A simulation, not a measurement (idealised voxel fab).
Proc. module: voxel self aligned contacts
Cross-sectional view cut (width: 195 nm; square cell size: 5 nm).
Format of a cross-section: grid, square cells. Given as bands. Order: top down. Band: one or more rows of cells. The entry gives the band's vertical extent as a top height and a bottom height in nm, then its horizontal make-up as materials from left to right, each with a width in nm. "blank" stands for empty space; a single material marked "all across" fills the band edge to edge. Basically, 0 is our baseline, since under it the wafer straight out of the box is all one material. The bottom band has no lower end and keeps on going down, so it looks like "from 0 down". A width given as "30..40" starts at the first number in the band's top row and ends at the second number in its bottom row, shifting by an equal amount at every step from row to row. "no change occurred" for a step: no cell of the cross-section changed in that step. Heads up: "Unvented cavities" only lists the empty pockets with no open path to the top that are 8 cells or more, and it writes them as width x height at distance, distance from the left edge, in nm. What comes after the settings on a step's line is commentary from the simulator itself on that step. If you see "overlay nm" on a step's line and that step has a mask, it's telling you how far right of where it was planned the mask ended up; a negative number means it went left instead.

THE FOLLOWING LIST GIVES THE PLANNED PROCESS STEPS
1) RECEIVE, material Si
2) OXIDIZE, depth nm 5
3) DIRECTIONAL_DEP, material polySi, thk nm 20
4) DIRECTIONAL_DEP, material SiN, thk nm 25
5) MASKED_ETCH, tone cover, mask id GATE, width nm 30, pitch nm 70, etch materials SiN, depth nm 25, overlay nm 0
6) MASKED_ETCH, tone cover, mask id GATE, width nm 30, pitch nm 70, etch materials polySi, depth nm 20, overlay nm 0
7) CONFORMAL_DEP, material SiN, thk nm 10
8) DIRECTIONAL_ETCH, etch materials SiN, depth nm 10
9) FILL_DEP, material SiO2, thk nm 15
10) CMP, height nm 50
11) DIRECTIONAL_DEP, material aC, thk nm 15
12) PATTERN, tone open, mask id CONTACT, material resist, width nm 50, thk nm 35, overlay nm 0
13) DIRECTIONAL_ETCH, etch materials aC, depth nm 15
14) STRIP, etch materials resist
15) DIRECTIONAL_ETCH, etch materials SiO2, depth nm 55
16) STRIP, etch materials aC
17) CONFORMAL_DEP, material TiN, thk nm 5
18) FILL_DEP, material Ru, thk nm 10
19) CMP, height nm 50
20) CONFORMAL_DEP, material SiCN, thk nm 5

FIRST OF TWO WAFERS, PROCESSED ACCORDING TO PLAN

WAFER CROSS-SECTION ON RECEIPT, I.E. AFTER STEP 1
from 0 down: Si all across
Unvented cavities: none

YOU'RE LOOKING AT A CROSS-SECTION OF THE WAFER AFTER STEP 2
from 0 to -5: SiO2 all across
At heights below -5, the structure remains unaltered.

YOU'RE LOOKING AT A CROSS-SECTION OF THE WAFER AFTER STEP 3
from 20 to 0: polySi all across
At heights below 0, the structure remains unaltered.

YOU'RE LOOKING AT A CROSS-SECTION OF THE WAFER AFTER STEP 4
from 45 to 20: SiN all across
At heights below 20, the structure remains unaltered.

YOU'RE LOOKING AT A CROSS-SECTION OF THE WAFER AFTER STEP 5
from 45 to 20: blank 45 nm, then SiN 30 nm, then blank 40 nm, then SiN 30 nm, then blank 50 nm
At heights below 20, the structure remains unaltered.

YOU'RE LOOKING AT A CROSS-SECTION OF THE WAFER AFTER STEP 6
from 45 to 20: blank 45 nm, then SiN 30 nm, then blank 40 nm, then SiN 30 nm, then blank 50 nm
from 20 to 0: blank 45 nm, then polySi 30 nm, then blank 40 nm, then polySi 30 nm, then blank 50 nm
At heights below 0, the structure remains unaltered.

YOU'RE LOOKING AT A CROSS-SECTION OF THE WAFER AFTER STEP 7
from 55 to 20: blank 35 nm, then SiN 50 nm, then blank 20 nm, then SiN 50 nm, then blank 40 nm
from 20 to 10: blank 35 nm, then SiN 10 nm, then polySi 30 nm, then SiN 10 nm, then blank 20 nm, then SiN 10 nm, then polySi 30 nm, then SiN 10 nm, then blank 40 nm
from 10 to 0: SiN 45 nm, then polySi 30 nm, then SiN 40 nm, then polySi 30 nm, then SiN 50 nm
At heights below 0, the structure remains unaltered.

YOU'RE LOOKING AT A CROSS-SECTION OF THE WAFER AFTER STEP 8
from 45 to 20: blank 35 nm, then SiN 50 nm, then blank 20 nm, then SiN 50 nm, then blank 40 nm
from 20 to 0: blank 35 nm, then SiN 10 nm, then polySi 30 nm, then SiN 10 nm, then blank 20 nm, then SiN 10 nm, then polySi 30 nm, then SiN 10 nm, then blank 40 nm
At heights below 0, the structure remains unaltered.

YOU'RE LOOKING AT A CROSS-SECTION OF THE WAFER AFTER STEP 9
from 60 to 45: SiO2 all across
from 45 to 20: SiO2 35 nm, then SiN 50 nm, then SiO2 20 nm, then SiN 50 nm, then SiO2 40 nm
from 20 to 0: SiO2 35 nm, then SiN 10 nm, then polySi 30 nm, then SiN 10 nm, then SiO2 20 nm, then SiN 10 nm, then polySi 30 nm, then SiN 10 nm, then SiO2 40 nm
At heights below 0, the structure remains unaltered.

YOU'RE LOOKING AT A CROSS-SECTION OF THE WAFER AFTER STEP 10
from 50 to 45: SiO2 all across
At heights below 45, the structure remains unaltered.

YOU'RE LOOKING AT A CROSS-SECTION OF THE WAFER AFTER STEP 11
from 65 to 50: aC all across
At heights below 50, the structure remains unaltered.

YOU'RE LOOKING AT A CROSS-SECTION OF THE WAFER AFTER STEP 12
from 100 to 65: resist 70 nm, then blank 50 nm, then resist 75 nm
At heights below 65, the structure remains unaltered.

YOU'RE LOOKING AT A CROSS-SECTION OF THE WAFER AFTER STEP 13
from 85 to 65: resist 70 nm, then blank 50 nm, then resist 75 nm
from 65 to 50: aC 70 nm, then blank 50 nm, then aC 75 nm
At heights below 50, the structure remains unaltered.

YOU'RE LOOKING AT A CROSS-SECTION OF THE WAFER AFTER STEP 14
from 65 to 50: aC 70 nm, then blank 50 nm, then aC 75 nm
At heights below 50, the structure remains unaltered.

YOU'RE LOOKING AT A CROSS-SECTION OF THE WAFER AFTER STEP 15
from 65 to 50: aC 70 nm, then blank 50 nm, then aC 75 nm
from 50 to 45: SiO2 70 nm, then blank 50 nm, then SiO2 75 nm
from 45 to 20: SiO2 35 nm, then SiN 50 nm, then blank 20 nm, then SiN 50 nm, then SiO2 40 nm
from 20 to 0: SiO2 35 nm, then SiN 10 nm, then polySi 30 nm, then SiN 10 nm, then blank 20 nm, then SiN 10 nm, then polySi 30 nm, then SiN 10 nm, then SiO2 40 nm
from 0 to -5: SiO2 85 nm, then blank 20 nm, then SiO2 90 nm
At heights below -5, the structure remains unaltered.

YOU'RE LOOKING AT A CROSS-SECTION OF THE WAFER AFTER STEP 16
from 50 to 45: SiO2 70 nm, then blank 50 nm, then SiO2 75 nm
At heights below 45, the structure remains unaltered.

YOU'RE LOOKING AT A CROSS-SECTION OF THE WAFER AFTER STEP 17
from 55 to 50: TiN 75 nm, then blank 40 nm, then TiN 80 nm
from 50 to 45: SiO2 70 nm, then TiN 20 nm, then blank 10 nm, then TiN 20 nm, then SiO2 75 nm
from 45 to 20: SiO2 35 nm, then SiN 50 nm, then TiN 5 nm, then blank 10 nm, then TiN 5 nm, then SiN 50 nm, then SiO2 40 nm
from 20 to 0: SiO2 35 nm, then SiN 10 nm, then polySi 30 nm, then SiN 10 nm, then TiN 5 nm, then blank 10 nm, then TiN 5 nm, then SiN 10 nm, then polySi 30 nm, then SiN 10 nm, then SiO2 40 nm
from 0 to -5: SiO2 85 nm, then TiN 20 nm, then SiO2 90 nm
At heights below -5, the structure remains unaltered.

YOU'RE LOOKING AT A CROSS-SECTION OF THE WAFER AFTER STEP 18
from 65 to 55: Ru all across
from 55 to 50: TiN 75 nm, then Ru 40 nm, then TiN 80 nm
from 50 to 45: SiO2 70 nm, then TiN 20 nm, then Ru 10 nm, then TiN 20 nm, then SiO2 75 nm
from 45 to 20: SiO2 35 nm, then SiN 50 nm, then TiN 5 nm, then Ru 10 nm, then TiN 5 nm, then SiN 50 nm, then SiO2 40 nm
from 20 to 0: SiO2 35 nm, then SiN 10 nm, then polySi 30 nm, then SiN 10 nm, then TiN 5 nm, then Ru 10 nm, then TiN 5 nm, then SiN 10 nm, then polySi 30 nm, then SiN 10 nm, then SiO2 40 nm
At heights below 0, the structure remains unaltered.

YOU'RE LOOKING AT A CROSS-SECTION OF THE WAFER AFTER STEP 19
from 50 to 45: SiO2 70 nm, then TiN 20 nm, then Ru 10 nm, then TiN 20 nm, then SiO2 75 nm
At heights below 45, the structure remains unaltered.

YOU'RE LOOKING AT A CROSS-SECTION OF THE WAFER AFTER STEP 20
from 55 to 50: SiCN all across
At heights below 50, the structure remains unaltered.

SECOND WAFER, SAME STARTING STATE AND PLAN AS THE FIRST, ONE MISTAKE IN THE RUN, IDENTICAL THROUGH STEP 3

SECOND WAFER, CUT VIEW, END OF STEP 4 PER PLAN
from 45 to 20: Ru all across
At heights below 20, the structure remains unaltered.

Second wafer, cut view, end of step 5 per plan: no change occurred

Second wafer, cut view, end of step 6 per plan: no change occurred

SECOND WAFER, CUT VIEW, END OF STEP 7 PER PLAN
from 55 to 45: SiN all across
At heights below 45, the structure remains unaltered.

SECOND WAFER, CUT VIEW, END OF STEP 8 PER PLAN
from 45 to 20: Ru all across
At heights below 20, the structure remains unaltered.

SECOND WAFER, CUT VIEW, END OF STEP 9 PER PLAN
from 60 to 45: SiO2 all across
At heights below 45, the structure remains unaltered.

SECOND WAFER, CUT VIEW, END OF STEP 10 PER PLAN
from 50 to 45: SiO2 all across
At heights below 45, the structure remains unaltered.

SECOND WAFER, CUT VIEW, END OF STEP 11 PER PLAN
from 65 to 50: aC all across
At heights below 50, the structure remains unaltered.

SECOND WAFER, CUT VIEW, END OF STEP 12 PER PLAN
from 100 to 65: resist 70 nm, then blank 50 nm, then resist 75 nm
At heights below 65, the structure remains unaltered.

SECOND WAFER, CUT VIEW, END OF STEP 13 PER PLAN
from 85 to 65: resist 70 nm, then blank 50 nm, then resist 75 nm
from 65 to 50: aC 70 nm, then blank 50 nm, then aC 75 nm
At heights below 50, the structure remains unaltered.

SECOND WAFER, CUT VIEW, END OF STEP 14 PER PLAN
from 65 to 50: aC 70 nm, then blank 50 nm, then aC 75 nm
At heights below 50, the structure remains unaltered.

SECOND WAFER, CUT VIEW, END OF STEP 15 PER PLAN
from 65 to 50: aC 70 nm, then blank 50 nm, then aC 75 nm
from 50 to 45: SiO2 70 nm, then blank 50 nm, then SiO2 75 nm
At heights below 45, the structure remains unaltered.

SECOND WAFER, CUT VIEW, END OF STEP 16 PER PLAN
from 50 to 45: SiO2 70 nm, then blank 50 nm, then SiO2 75 nm
At heights below 45, the structure remains unaltered.

SECOND WAFER, CUT VIEW, END OF STEP 17 PER PLAN
from 55 to 50: TiN 75 nm, then blank 40 nm, then TiN 80 nm
from 50 to 45: SiO2 70 nm, then TiN 50 nm, then SiO2 75 nm
At heights below 45, the structure remains unaltered.

SECOND WAFER, CUT VIEW, END OF STEP 18 PER PLAN
from 65 to 55: Ru all across
from 55 to 50: TiN 75 nm, then Ru 40 nm, then TiN 80 nm
At heights below 50, the structure remains unaltered.

SECOND WAFER, CUT VIEW, END OF STEP 19 PER PLAN
from 50 to 45: SiO2 70 nm, then TiN 50 nm, then SiO2 75 nm
At heights below 45, the structure remains unaltered.

SECOND WAFER, CUT VIEW, END OF STEP 20 PER PLAN
from 55 to 50: SiCN all across
At heights below 50, the structure remains unaltered.
In executing the process, a mistake was made relative to the plan: not per plan at step 4, really ran DIRECTIONAL_DEP, material Ru, thk nm 25
It is noted that, at the conclusion of processing, the second wafer exhibits a higher or lower cell count for certain materials relative to the first: 175 more of Ru; 132 fewer of SiN; 131 fewer of SiO2; 20 fewer of TiN; 108 more of polySi
